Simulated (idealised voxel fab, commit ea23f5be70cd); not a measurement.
process module | voxel capacitor over wiring
cross-section cut | 205 nm wide | cells 5 nm
A cross-section is a grid of square cells, given in bands from the top down. A band is one or more rows of cells.
Each band's line starts with the height of the band's top and of its bottom, in nm. Then come its materials from left to right, each with its width in nm. One material with "throughout" fills the band from edge to edge. "air" is empty space.
Height 0 is the level under which the wafer as received is all one material. The lowest band goes on downwards, as in "0 down".
A width such as "30 to 40" changes by the same amount from each row of cells to the next, from the band's top row to its bottom row.
"no change" after a step means that no cell of the cross-section changed.
closed voids: empty space of 8 cells or more with no open way to the top, each as width x height at its distance from the left edge, in nm
after a step's settings: what the simulator itself notes on the step
overlay nm, on a step with a mask: how far to the right of its planned place the mask lay; to the left if negative
plan
1 op RECEIVE | material Si
2 op CONFORMAL_DEP | material SiO2 | thk nm 10
3 op CONFORMAL_DEP | material SiCN | thk nm 5
4 op DIRECTIONAL_DEP | material lowk | thk nm 25
5 op MASKED_ETCH | tone open | mask id METAL_1 | width nm 25 | pitch nm 90 | etch materials lowk | depth nm 25 | overlay nm 0
6 op MASKED_ETCH | tone open | mask id METAL_1 | width nm 25 | pitch nm 90 | etch materials SiCN | depth nm 5 | overlay nm 0
7 op CONFORMAL_DEP | material TiN | thk nm 5
8 op FILL_DEP | material Cu | thk nm 5
9 op CMP | height nm 40
10 op CONFORMAL_DEP | material SiCN | thk nm 5
11 op DIRECTIONAL_DEP | material lowk | thk nm 10
12 op MASKED_ETCH | tone open | mask id PLUG_1 | width nm 15 | etch materials lowk | depth nm 10 | overlay nm 0
13 op MASKED_ETCH | tone open | mask id PLUG_1 | width nm 15 | etch materials SiCN | depth nm 5 | overlay nm 0
14 op CONFORMAL_DEP | material TiN | thk nm 5
15 op FILL_DEP | material Ru | thk nm 5
16 op CMP | height nm 55
17 op DIRECTIONAL_DEP | material TiN | thk nm 10
18 op DIRECTIONAL_DEP | material SiN | thk nm 5
19 op DIRECTIONAL_DEP | material TiN | thk nm 10
20 op PATTERN | tone cover | mask id UPPER_PLATE | material resist | width nm 70 | thk nm 15 | overlay nm 0
21 op DIRECTIONAL_ETCH | etch materials TiN | depth nm 10
22 op DIRECTIONAL_ETCH | etch materials SiN | depth nm 5
23 op STRIP | etch materials resist
24 op PATTERN | tone cover | mask id LOWER_PLATE | material resist | width nm 80 | thk nm 20 | overlay nm 0
25 op DIRECTIONAL_ETCH | etch materials TiN | depth nm 10
26 op STRIP | etch materials resist
27 op FILL_DEP | material SiO2 | thk nm 20
28 op CMP | height nm 95
29 op PATTERN | tone open | mask id PLUG_2 | material resist | width nm 15 | thk nm 20 | overlay nm 0
30 op DIRECTIONAL_ETCH | etch materials SiO2 | depth nm 15
31 op STRIP | etch materials resist
32 op CONFORMAL_DEP | material TiN | thk nm 5
33 op FILL_DEP | material Ru | thk nm 10
34 op CMP | height nm 95
35 op CONFORMAL_DEP | material SiN | thk nm 5
as received, after step 1
  0 down: Si throughout
  closed voids: none
first wafer at the end, as planned
  100 to 95: SiN throughout
  95 to 85: SiO2 65 | TiN 5 | Ru 5 | TiN 5 | SiO2 125
  85 to 80: SiO2 65 | TiN 15 | SiO2 125
  80 to 70: SiO2 55 | TiN 70 | SiO2 80
  70 to 65: SiO2 55 | SiN 70 | SiO2 80
  65 to 55: SiO2 50 | TiN 80 | SiO2 75
  55 to 45: lowk 55 | TiN 5 | Ru 5 | TiN 5 | lowk 135
  45 to 40: SiCN 55 | TiN 15 | SiCN 135
  40 to 15: lowk 45 | TiN 5 | Cu 15 | TiN 5 | lowk 65 | TiN 5 | Cu 15 | TiN 5 | lowk 45
  15 to 10: SiCN 45 | TiN 25 | SiCN 65 | TiN 25 | SiCN 45
  10 to 0: SiO2 throughout
  0 down: Si throughout
  closed voids: none
second wafer at the end: like start, like plan, one mistake
  100 to 95: SiN throughout
  95 to 85: SiO2 65 | TiN 5 | Ru 5 | TiN 5 | SiO2 125
  85 to 80: SiO2 65 | TiN 15 | SiO2 125
  80 to 70: SiO2 55 | TiN 70 | SiO2 80
  70 to 65: SiO2 55 | SiN 70 | SiO2 80
  65 to 55: SiO2 50 | TiN 80 | SiO2 75
  55 to 50: Ru throughout
  50 to 45: TiN 60 | Ru 5 | TiN 140
  45 to 40: SiCN 55 | TiN 15 | SiCN 135
  40 to 15: lowk 45 | TiN 5 | Cu 15 | TiN 5 | lowk 65 | TiN 5 | Cu 15 | TiN 5 | lowk 45
  15 to 10: SiCN 45 | TiN 25 | SiCN 65 | TiN 25 | SiCN 45
  10 to 0: SiO2 throughout
  0 down: Si throughout
  closed voids: none
what went wrong: step 11 was left out
at the end the second wafer has, in cells: 40 more of Ru | 36 more of TiN | 76 fewer of lowk
